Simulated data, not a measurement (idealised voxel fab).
process module | voxel capacitor over wiring
cross-section cut | 240 nm wide | cells 5 nm
A cross-section is a grid of square cells, given in bands from the top down. A band is one or more rows of cells.
Each band's line starts with the height of the band's top and of its bottom, in nm. Then come its materials from left to right, each with its width in nm. One material with "throughout" fills the band from edge to edge. "air" is empty space.
Height 0 is the level under which the wafer as received is all one material. The lowest band goes on downwards, as in "0 down".
A width such as "30 to 40" changes by the same amount from each row of cells to the next, from the band's top row to its bottom row.
"no change" after a step means that no cell of the cross-section changed.
closed voids: empty space of 8 cells or more with no open way to the top, each as width x height at its distance from the left edge, in nm
after a step's settings: what the simulator itself notes on the step
overlay nm, on a step with a mask: how far to the right of its planned place the mask lay; to the left if negative
plan
1 op RECEIVE | material Si
2 op CONFORMAL_DEP | material SiO2 | thk nm 15
3 op DIRECTIONAL_DEP | material TiN | thk nm 5
4 op DIRECTIONAL_DEP | material Ru | thk nm 15
5 op DIRECTIONAL_DEP | material aC | thk nm 10
6 op PATTERN | tone cover | mask id METAL_1 | material resist | width nm 25 | pitch nm 75 | thk nm 25 | overlay nm 0
7 op DIRECTIONAL_ETCH | etch materials aC | depth nm 10
8 op STRIP | etch materials resist
9 op DIRECTIONAL_ETCH | etch materials Ru | depth nm 15
10 op DIRECTIONAL_ETCH | etch materials TiN | depth nm 5
11 op STRIP | etch materials aC
12 op FILL_DEP | material SiO2 | thk nm 10
13 op CMP | height nm 35
14 op CONFORMAL_DEP | material SiCN | thk nm 5
15 op DIRECTIONAL_DEP | material SiO2 | thk nm 20
16 op MASKED_ETCH | tone open | mask id PLUG_1 | width nm 15 | etch materials SiO2 | depth nm 20 | overlay nm 0
17 op MASKED_ETCH | tone open | mask id PLUG_1 | width nm 15 | etch materials SiCN | depth nm 5 | overlay nm 0
18 op EPI | material Ru | thk nm 10
19 op EPI | material Ru | thk nm 10
20 op EPI | material Ru | thk nm 5
21 op DIRECTIONAL_DEP | material TiN | thk nm 10
22 op DIRECTIONAL_DEP | material SiN | thk nm 5
23 op DIRECTIONAL_DEP | material TiN | thk nm 10
24 op DIRECTIONAL_DEP | material aC | thk nm 15
25 op PATTERN | tone cover | mask id UPPER_PLATE | material resist | width nm 55 | thk nm 30 | overlay nm 0
26 op DIRECTIONAL_ETCH | etch materials aC | depth nm 15
27 op STRIP | etch materials resist
28 op DIRECTIONAL_ETCH | etch materials TiN | depth nm 10
29 op DIRECTIONAL_ETCH | etch materials SiN | depth nm 5
30 op STRIP | etch materials aC
31 op DIRECTIONAL_DEP | material aC | thk nm 15
32 op PATTERN | tone cover | mask id LOWER_PLATE | material resist | width nm 65 | thk nm 30 | overlay nm 0
33 op DIRECTIONAL_ETCH | etch materials aC | depth nm 15
34 op STRIP | etch materials resist
35 op DIRECTIONAL_ETCH | etch materials TiN | depth nm 10
36 op STRIP | etch materials aC
37 op FILL_DEP | material SiO2 | thk nm 15
38 op CMP | height nm 85
39 op DIRECTIONAL_DEP | material aC | thk nm 10
40 op PATTERN | tone open | mask id PLUG_2 | material resist | width nm 15 | thk nm 30 | overlay nm 0
41 op DIRECTIONAL_ETCH | etch materials aC | depth nm 10
42 op STRIP | etch materials resist
43 op DIRECTIONAL_ETCH | etch materials SiO2 | depth nm 10
44 op STRIP | etch materials aC
45 op CONFORMAL_DEP | material TiN | thk nm 5
46 op FILL_DEP | material Cu | thk nm 5
47 op CMP | height nm 95
48 op CONFORMAL_DEP | material SiN | thk nm 5
varied across the wafers: height nm of step 38. The plan shows the first wafer's value. All wafers start alike
first wafer as received, after step 1
  0 down: Si throughout
  closed voids: none
each wafer at the end: cells of each material gained (+) or lost (-) since it was received, then its closed voids
height nm 85 | +48 Cu | +45 Ru | +45 SiCN | +59 SiN | +657 SiO2 | +106 TiN | closed voids: none
height nm 90 | +1 Cu | +45 Ru | +45 SiCN | +59 SiN | +702 SiO2 | +108 TiN | closed voids: none
height nm 95 | +1 Cu | +45 Ru | +45 SiCN | +59 SiN | +747 SiO2 | +63 TiN | closed voids: none
height nm 100 | +45 Ru | +45 SiCN | +59 SiN | +750 SiO2 | +61 TiN | closed voids: none
